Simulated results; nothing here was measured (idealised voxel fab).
Documented hereafter: the process module known as voxel ribs on slabs.
In the cross-section labelled cut, the width is 285 nm and each square cell is 5 nm.
A cross-section is written here as square cells arranged in a grid, and it is given in bands from the top down, each band taking up one or more rows of cells. Basically the band line says how high the top is and how high the bottom is, in nm, and then what's in it from left to right, every material with its width in nm. Empty space shows up as "air", and if a single material carries "edge to edge" it runs the full band edge to edge. It should be noted that heights are counted from 0, beneath which the wafer as supplied is of one material throughout, and that the lowest band possesses no lower boundary but continues downward, as written in "z 0 and below". The notation "30 to 40" denotes a width that varies across the rows of cells in the band, beginning at the first number in the top row, finishing at the second number in the bottom row, and changing by an identical amount from each row to the next. Reading "changes: none" for a step: not a cell of the cross-section changed in it. Closed empty spaces (no open way to the top) of 8 cells or more are what "Fully sealed cavities" lists, each as width x height at distance from the left edge, nm for all three. It should be noted that, on the line of a given step, the content following the step's settings is a remark produced by the simulator itself with respect to that step. overlay nm, on a step with a mask: how far to the right of its planned place the mask lay; to the left if negative.

## Here's what the planned process steps look like
1 RECEIVE, material Si
2 DIRECTIONAL_DEP, material SiO2, thk nm 20
3 DIRECTIONAL_DEP, material polySi, thk nm 25
4 PATTERN, tone cover, mask id RIB, material resist, width nm 30, thk nm 15, overlay nm 0
5 DIRECTIONAL_ETCH, etch materials polySi, depth nm 10
6 STRIP, etch materials resist
7 DIRECTIONAL_DEP, material aC, thk nm 10
8 PATTERN, tone cover, mask id SLAB, material resist, width nm 90, thk nm 30, overlay nm 0
9 DIRECTIONAL_ETCH, etch materials aC, depth nm 10
10 STRIP, etch materials resist
11 DIRECTIONAL_ETCH, etch materials polySi, depth nm 15
12 STRIP, etch materials aC
13 FILL_DEP, material SiO2, thk nm 20
14 CMP, height nm 60
15 DIRECTIONAL_DEP, material W, thk nm 5
16 MASKED_ETCH, tone cover, mask id HEATER, width nm 40, etch materials W, depth nm 5, overlay nm 0
17 CONFORMAL_DEP, material SiO2, thk nm 10

## Concerning the first of two wafers, which was run in accordance with the plan

## The cross-section here shows the wafer as received, i.e. in its state after step 1
> z 0 and below | Si edge to edge
> Fully sealed cavities: none

## Step 2 done - wafer cross-section
> z 20 to 0 | SiO2 edge to edge
> Beneath the level 0, the cross-section is identical to its previous state.

## Step 3 done - wafer cross-section
> z 45 to 20 | polySi edge to edge
> Beneath the level 20, the cross-section is identical to its previous state.

## Step 4 done - wafer cross-section
> z 60 to 45 | air 125 nm / resist 30 nm / air 130 nm
> Beneath the level 45, the cross-section is identical to its previous state.

## Step 5 done - wafer cross-section
> z 60 to 45 | air 125 nm / resist 30 nm / air 130 nm
> z 45 to 35 | air 125 nm / polySi 30 nm / air 130 nm
> Beneath the level 35, the cross-section is identical to its previous state.

## Step 6 done - wafer cross-section
> z 45 to 35 | air 125 nm / polySi 30 nm / air 130 nm
> Beneath the level 35, the cross-section is identical to its previous state.

## Step 7 done - wafer cross-section
> z 55 to 45 | air 125 nm / aC 30 nm / air 130 nm
> z 45 to 35 | aC 125 nm / polySi 30 nm / aC 130 nm
> Beneath the level 35, the cross-section is identical to its previous state.

## Step 8 done - wafer cross-section
> z 85 to 55 | air 95 nm / resist 90 nm / air 100 nm
> z 55 to 45 | air 95 nm / resist 30 nm / aC 30 nm / resist 30 nm / air 100 nm
> Beneath the level 45, the cross-section is identical to its previous state.

## Step 9 done - wafer cross-section
> z 75 to 55 | air 95 nm / resist 90 nm / air 100 nm
> z 55 to 45 | air 95 nm / resist 30 nm / aC 30 nm / resist 30 nm / air 100 nm
> z 45 to 35 | air 95 nm / aC 30 nm / polySi 30 nm / aC 30 nm / air 100 nm
> Beneath the level 35, the cross-section is identical to its previous state.

## Step 10 done - wafer cross-section
> z 55 to 45 | air 125 nm / aC 30 nm / air 130 nm
> Beneath the level 45, the cross-section is identical to its previous state.

## Step 11 done - wafer cross-section
> z 55 to 45 | air 125 nm / aC 30 nm / air 130 nm
> z 45 to 35 | air 95 nm / aC 30 nm / polySi 30 nm / aC 30 nm / air 100 nm
> z 35 to 20 | air 95 nm / polySi 90 nm / air 100 nm
> Beneath the level 20, the cross-section is identical to its previous state.

## Step 12 done - wafer cross-section
> z 45 to 35 | air 125 nm / polySi 30 nm / air 130 nm
> Beneath the level 35, the cross-section is identical to its previous state.

## Step 13 done - wafer cross-section
> z 65 to 45 | SiO2 edge to edge
> z 45 to 35 | SiO2 125 nm / polySi 30 nm / SiO2 130 nm
> z 35 to 20 | SiO2 95 nm / polySi 90 nm / SiO2 100 nm
> Beneath the level 20, the cross-section is identical to its previous state.

## Step 14 done - wafer cross-section
> z 60 to 45 | SiO2 edge to edge
> Beneath the level 45, the cross-section is identical to its previous state.

## Step 15 done - wafer cross-section
> z 65 to 60 | W edge to edge
> Beneath the level 60, the cross-section is identical to its previous state.

## Step 16 done - wafer cross-section
> z 65 to 60 | air 120 nm / W 40 nm / air 125 nm
> Beneath the level 60, the cross-section is identical to its previous state.

## Step 17 done - wafer cross-section
> z 75 to 70 | air 110 nm / SiO2 60 nm / air 115 nm
> z 70 to 65 | SiO2 edge to edge
> z 65 to 60 | SiO2 120 nm / W 40 nm / SiO2 125 nm
> Beneath the level 60, the cross-section is identical to its previous state.

## The second wafer: identical to the first at the outset and in its planned sequence, differing only in that one mistake was made during processing; up to and including step 12, its path is the first wafer's path

## Second wafer shown in cross-section at the time step 13 was slated to end
> z 65 to 45 | aC edge to edge
> z 45 to 35 | aC 125 nm / polySi 30 nm / aC 130 nm
> z 35 to 20 | aC 95 nm / polySi 90 nm / aC 100 nm
> Beneath the level 20, the cross-section is identical to its previous state.

## Second wafer shown in cross-section at the time step 14 was slated to end
> z 60 to 45 | aC edge to edge
> Beneath the level 45, the cross-section is identical to its previous state.

## Second wafer shown in cross-section at the time step 15 was slated to end
> z 65 to 60 | W edge to edge
> Beneath the level 60, the cross-section is identical to its previous state.

## Second wafer shown in cross-section at the time step 16 was slated to end
> z 65 to 60 | air 120 nm / W 40 nm / air 125 nm
> Beneath the level 60, the cross-section is identical to its previous state.

## Second wafer shown in cross-section at the time step 17 was slated to end
> z 75 to 70 | air 110 nm / SiO2 60 nm / air 115 nm
> z 70 to 65 | SiO2 edge to edge
> z 65 to 60 | SiO2 120 nm / W 40 nm / SiO2 125 nm
> Beneath the level 60, the cross-section is identical to its previous state.
Processing error: so step 13 ended up running with a different setting than we planned, it ran as FILL_DEP, material aC, thk nm 20
Looking at both finished wafers in cells, the second ends up ahead of or behind the first on some materials: SiO2 -390 | aC +390
